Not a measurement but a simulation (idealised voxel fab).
Process module name: voxel self aligned vias
Displayed cross-section: cut, width of 275 nm, square cells sized 5 nm.
Square cells in a grid make up a cross-section in this document, and the grid is given as bands, listed from the top down, each one or more rows of cells.
It is stipulated that each band's entry specify, in nanometres, the height of the top of the band and then that of its bottom, followed by the materials of the band in left-to-right sequence, each together with its width in nanometres. A single material marked by the word "edge to edge" is understood to fill the band from edge to edge; the word "air" is understood to denote empty space.
The level at which height equals 0 is the one under which the wafer, as it arrives, is entirely one material. No lower edge exists for the bottom band, which continues downward and is notated as in "from 0 down".
The width entry "30..40" should be interpreted row by row: the top row of cells in the band takes the first number, the bottom row takes the second number, and the change between adjacent rows is uniform throughout.
Key: "no modifications" - step with no changed cell in the cross-section.
Any empty space of 8 cells or more lacking an open way to the top shows up in "Closed void register" as width x height at distance, distance from the left edge, in nm.
Formally, on a step line, whatever follows the settings is a remark that the simulator itself makes on the step.
overlay nm: right-of-plan distance of the mask on a masked step; negative values mean left-of-plan.

### So here's the lineup of process steps we planned
1: RECEIVE with material Si
2: CONFORMAL_DEP with material SiO2, thk nm 15
3: CONFORMAL_DEP with material SiCN, thk nm 5
4: DIRECTIONAL_DEP with material SiO2, thk nm 20
5: PATTERN with tone open, mask id LINES, material resist, width nm 20, pitch nm 55, thk nm 15, overlay nm 0
6: DIRECTIONAL_ETCH with etch materials SiO2, depth nm 20
7: STRIP with etch materials resist
8: CONFORMAL_DEP with material TiN, thk nm 5
9: FILL_DEP with material Ru, thk nm 5
10: CMP with height nm 40
11: SELECTIVE_ETCH with etch materials W Ru TiN, depth nm 10
12: FILL_DEP with material SiN, thk nm 5
13: CMP with height nm 40
14: DIRECTIONAL_DEP with material SiO2, thk nm 15
15: MASKED_ETCH with tone open, mask id VIAS, width nm 30, pitch nm 55, etch materials SiO2, depth nm 15, overlay nm 0
16: MASKED_ETCH with tone open, mask id VIAS, width nm 30, pitch nm 55, etch materials SiN, depth nm 10, overlay nm 0
17: CONFORMAL_DEP with material TiN, thk nm 5
18: FILL_DEP with material W, thk nm 5
19: CMP with height nm 55
20: CONFORMAL_DEP with material SiCN, thk nm 5

### As received (post step 1): cross-section
- from 0 down = Si edge to edge
- Closed void register: none

### Cross-section, first of two wafers, end of module, run as planned
- from 60 to 55 = SiCN edge to edge
- from 55 to 45 = SiO2=65 / TiN=5 / W=20 / TiN=5 / SiO2=25 / TiN=5 / W=20 / TiN=5 / SiO2=25 / TiN=5 / W=20 / TiN=5 / SiO2=70
- from 45 to 35 = SiO2=65..70 / TiN=10..5 / W=10 / TiN=10..5 / SiO2=25..35 / TiN=10..5 / W=10 / TiN=10..5 / SiO2=25..35 / TiN=10..5 / W=10 / TiN=10..5 / SiO2=70..75
- from 35 to 30 = SiO2=70 / TiN=20 / SiO2=35 / TiN=20 / SiO2=35 / TiN=20 / SiO2=75
- from 30 to 25 = SiO2=70 / TiN=5 / Ru=10 / TiN=5 / SiO2=35 / TiN=5 / Ru=10 / TiN=5 / SiO2=35 / TiN=5 / Ru=10 / TiN=5 / SiO2=75
- from 25 to 20 = SiO2=70 / TiN=20 / SiO2=35 / TiN=20 / SiO2=35 / TiN=20 / SiO2=75
- from 20 to 15 = SiCN edge to edge
- from 15 to 0 = SiO2 edge to edge
- from 0 down = Si edge to edge
- Closed void register: none

### So this is wafer number two of the two, cut at the end of the module - it started where the first did and had the same plan, we just got one thing wrong running it
- from 60 to 55 = SiCN edge to edge
- from 55 to 45 = SiO2=65 / TiN=5 / W=20 / TiN=5 / SiO2=25 / TiN=5 / W=20 / TiN=5 / SiO2=25 / TiN=5 / W=20 / TiN=5 / SiO2=70
- from 45 to 35 = SiO2=65..70 / TiN=10..5 / W=10 / TiN=10..5 / SiO2=25..35 / TiN=10..5 / W=10 / TiN=10..5 / SiO2=25..35 / TiN=10..5 / W=10 / TiN=10..5 / SiO2=70..75
- from 35 to 30 = SiO2=70 / TiN=20 / SiO2=35 / TiN=20 / SiO2=35 / TiN=20 / SiO2=75
- from 30 to 25 = SiO2=70 / TiN=5 / Ru=10 / TiN=5 / SiO2=35 / TiN=5 / Ru=10 / TiN=5 / SiO2=35 / TiN=5 / Ru=10 / TiN=5 / SiO2=75
- from 25 to 20 = SiO2=70 / TiN=20 / SiO2=35 / TiN=20 / SiO2=35 / TiN=20 / SiO2=75
- from 20 to 5 = SiO2 edge to edge
- from 5 to 0 = SiCN edge to edge
- from 0 down = Si edge to edge
- Closed void register: none
Diagnosis: the run placed steps 2 and 3 each in the position the plan gave to the other
At the end, the second wafer has the same number of cells of each material as the first, but those cells sit in other places.
